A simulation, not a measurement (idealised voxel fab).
A process module follows: voxel lift off.
Cross-section cut spans 205 nm and uses square cells 5 nm in size.
Reading order for cross-sections: top band down to bottom band. Underlying form: a grid of square cells. Band size: one or more rows of cells. Each band's line starts with the height of the band's top and of its bottom, in nm. Then come its materials from left to right, each with its width in nm. One material with "full width" fills the band from edge to edge. "blank" is empty space. Convention: height 0 is the level below which the wafer, as received, is all one material. The lowest band does not terminate at the bottom but continues downward, represented as "0..down". You'd read "30 to 40" like this: the band's top row of cells is as wide as the first number, its bottom row is as wide as the second, and going down, every row changes width by the same amount as the row before did. "remains unaltered" -> step changed no cross-section cell. Closed empty spaces (no open way to the top) of 8 cells or more are what "Trapped voids" lists, each as width x height at distance from the left edge, nm for all three. That trailing text on a step's line, after the settings, is the simulator's own remark on the step. A step line may carry the setting "overlay nm", which, for steps involving a mask, states the distance by which the mask lay to the right of its intended position; negative values denote displacement to the left.
**Below is the list of planned process steps**
1. RECEIVE with material Si
2. CONFORMAL_DEP with material SiN, thk nm 15
3. PATTERN with tone open, mask id LINES, material resist, width nm 15, pitch nm 40, thk nm 25, overlay nm 0
4. DIRECTIONAL_DEP with material Ru, thk nm 15
5. STRIP with etch materials resist
6. CONFORMAL_DEP with material SiN, thk nm 10
**first wafer, as planned**
**Received-state cross-section, reflecting completion of step 1**
    0..down  Si full width
    Trapped voids: none
**Sectional view: wafer, after step 2**
    15..0  SiN full width
    Heights below 0 show no change.
**Sectional view: wafer, after step 3**
    40..15  resist 55 nm, then blank 15 nm, then resist 25 nm, then blank 15 nm, then resist 25 nm, then blank 15 nm, then resist 55 nm
    Heights below 15 show no change.
**Sectional view: wafer, after step 4**
    55..40  Ru 55 nm, then blank 15 nm, then Ru 25 nm, then blank 15 nm, then Ru 25 nm, then blank 15 nm, then Ru 55 nm
    40..30  resist 55 nm, then blank 15 nm, then resist 25 nm, then blank 15 nm, then resist 25 nm, then blank 15 nm, then resist 55 nm
    30..15  resist 55 nm, then Ru 15 nm, then resist 25 nm, then Ru 15 nm, then resist 25 nm, then Ru 15 nm, then resist 55 nm
    Heights below 15 show no change.
**Sectional view: wafer, after step 5**
    30..15  blank 55 nm, then Ru 15 nm, then blank 25 nm, then Ru 15 nm, then blank 25 nm, then Ru 15 nm, then blank 55 nm
    Heights below 15 show no change.
**Sectional view: wafer, after step 6**
    40..30  blank 45 nm, then SiN 35 nm, then blank 5 nm, then SiN 35 nm, then blank 5 nm, then SiN 35 nm, then blank 45 nm
    30..25  blank 45 nm, then SiN 10 nm, then Ru 15 nm, then SiN 10 nm, then blank 5 nm, then SiN 10 nm, then Ru 15 nm, then SiN 10 nm, then blank 5 nm, then SiN 10 nm, then Ru 15 nm, then SiN 10 nm, then blank 45 nm
    25..15  SiN 55 nm, then Ru 15 nm, then SiN 25 nm, then Ru 15 nm, then SiN 25 nm, then Ru 15 nm, then SiN 55 nm
    Heights below 15 show no change.
**Regarding the second of the two wafers: it shared the first wafer's starting condition and process plan, yet one error occurred during its execution. Its history coincides with that of the first wafer up to and including step 1**
At the planned end of step 2, the second wafer in cross-section: remains unaltered
**At the planned end of step 3, the second wafer in cross-section**
    25..0  resist 55 nm, then blank 15 nm, then resist 25 nm, then blank 15 nm, then resist 25 nm, then blank 15 nm, then resist 55 nm
    Heights below 0 show no change.
**At the planned end of step 4, the second wafer in cross-section**
    40..25  Ru 55 nm, then blank 15 nm, then Ru 25 nm, then blank 15 nm, then Ru 25 nm, then blank 15 nm, then Ru 55 nm
    25..15  resist 55 nm, then blank 15 nm, then resist 25 nm, then blank 15 nm, then resist 25 nm, then blank 15 nm, then resist 55 nm
    15..0  resist 55 nm, then Ru 15 nm, then resist 25 nm, then Ru 15 nm, then resist 25 nm, then Ru 15 nm, then resist 55 nm
    Heights below 0 show no change.
**At the planned end of step 5, the second wafer in cross-section**
    15..0  blank 55 nm, then Ru 15 nm, then blank 25 nm, then Ru 15 nm, then blank 25 nm, then Ru 15 nm, then blank 55 nm
    Heights below 0 show no change.
**At the planned end of step 6, the second wafer in cross-section**
    25..15  blank 45 nm, then SiN 35 nm, then blank 5 nm, then SiN 35 nm, then blank 5 nm, then SiN 35 nm, then blank 45 nm
    15..10  blank 45 nm, then SiN 10 nm, then Ru 15 nm, then SiN 10 nm, then blank 5 nm, then SiN 10 nm, then Ru 15 nm, then SiN 10 nm, then blank 5 nm, then SiN 10 nm, then Ru 15 nm, then SiN 10 nm, then blank 45 nm
    10..0  SiN 55 nm, then Ru 15 nm, then SiN 25 nm, then Ru 15 nm, then SiN 25 nm, then Ru 15 nm, then SiN 55 nm
    Heights below 0 show no change.
Where did the run depart from the plan? step 2 of the plan was omitted and not executed
Final cells, second wafer relative to first, materials higher or lower: 123 fewer of SiN
